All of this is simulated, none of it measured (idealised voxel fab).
This is a process module. Its name is voxel self aligned contacts.
Shown is cross-section cut, with a width of 180 nm and square cells of size 5 nm.
Notation: cross-section as square-cell grid; stated in bands, top first, going down; one or more cell rows per band.
Look at the band entry: it leads with the top's height and the bottom's height in nm. Then it lists the materials left to right, with a width in nm for each. The word "all across" on a single material says that material fills the band edge to edge. The word "blank" is empty space.
It should be noted that heights are counted from 0, beneath which the wafer as supplied is of one material throughout, and that the lowest band possesses no lower boundary but continues downward, as written in "0..down".
Width: "30->40" (first number = top row, second number = bottom row, same change from row to row of cells).
Where a step carries "identical to before", the cross-section came out of it unchanged, cell for cell.
"Closed voids list": sealed empty spaces, 8 cells or more, no open way to top, listed width x height at distance, with distance from the left edge and width, height and distance in nm.
The remark found on a step's line after its settings is issued by the simulator itself and pertains to that step.
overlay nm: how far to the right of its planned place the mask lay on this masked step (negative: to the left).
plan:
1 op RECEIVE | material Si
2 op CONFORMAL_DEP | material SiO2 | thk nm 5
3 op DIRECTIONAL_DEP | material polySi | thk nm 25
4 op DIRECTIONAL_DEP | material SiN | thk nm 20
5 op PATTERN | tone cover | mask id GATE | material resist | width nm 25 | pitch nm 65 | thk nm 20 | overlay nm 0
6 op DIRECTIONAL_ETCH | etch materials SiN | depth nm 20
7 op DIRECTIONAL_ETCH | etch materials polySi | depth nm 25
8 op STRIP | etch materials resist
9 op CONFORMAL_DEP | material SiN | thk nm 10
10 op DIRECTIONAL_ETCH | etch materials SiN | depth nm 10
11 op FILL_DEP | material SiO2 | thk nm 20
12 op CMP | height nm 60
13 op PATTERN | tone open | mask id CONTACT | material resist | width nm 40 | thk nm 15 | overlay nm 0
14 op DIRECTIONAL_ETCH | etch materials SiO2 | depth nm 60
15 op STRIP | etch materials resist
16 op CONFORMAL_DEP | material TiN | thk nm 5
17 op FILL_DEP | material Ru | thk nm 5
18 op CMP | height nm 60
19 op CONFORMAL_DEP | material SiCN | thk nm 5
Wafers differ in width nm at step 13; plan lists the first wafer's value; identical starting state.
First of several wafers (as received, post step 1), cross-sectional view:
- 0..down = Si all across
- Closed voids list: none
Quick look at the cross-section of the first of several wafers after step 19, which wraps up the module:
- 65..60 = SiCN all across
- 60..50 = 70 SiO2; 5->15 TiN; 30->10 Ru; 5->15 TiN; 70 SiO2
- 50..30 = 35 SiO2; 45 SiN; 5 TiN; 10 Ru; 5 TiN; 45 SiN; 35 SiO2
- 30..5 = 35 SiO2; 10 SiN; 25 polySi; 10 SiN; 5 TiN; 10 Ru; 5 TiN; 10 SiN; 25 polySi; 10 SiN; 35 SiO2
- 5..0 = 80 SiO2; 20 TiN; 80 SiO2
- 0..down = Si all across
- Closed voids list: none
Cross-sectional view, end of module, last wafer of several:
- 65..60 = SiCN all across
- 60..50 = 60 SiO2; 5->25 TiN; 55->10 Ru; 5->30 TiN; 55 SiO2
- 50..30 = 35 SiO2; 45 SiN; 5 TiN; 10 Ru; 5 TiN; 45 SiN; 35 SiO2
- 30..5 = 35 SiO2; 10 SiN; 25 polySi; 10 SiN; 5 TiN; 10 Ru; 5 TiN; 10 SiN; 25 polySi; 10 SiN; 35 SiO2
- 5..0 = 80 SiO2; 20 TiN; 80 SiO2
- 0..down = Si all across
- Closed voids list: none
Gained (+) or lost (-) cells of each material since receipt, then closed voids: one row per wafer, at the end of the module:
width nm 40, +26 Ru, +36 SiCN, +112 SiN, +214 SiO2, +30 TiN, +50 polySi, Closed voids list: none
width nm 45, +27 Ru, +36 SiCN, +112 SiN, +212 SiO2, +31 TiN, +50 polySi, Closed voids list: none
width nm 50, +28 Ru, +36 SiCN, +112 SiN, +210 SiO2, +32 TiN, +50 polySi, Closed voids list: none
width nm 55, +29 Ru, +36 SiCN, +112 SiN, +208 SiO2, +33 TiN, +50 polySi, Closed voids list: none
width nm 60, +30 Ru, +36 SiCN, +112 SiN, +206 SiO2, +34 TiN, +50 polySi, Closed voids list: none
width nm 65, +31 Ru, +36 SiCN, +112 SiN, +204 SiO2, +35 TiN, +50 polySi, Closed voids list: none
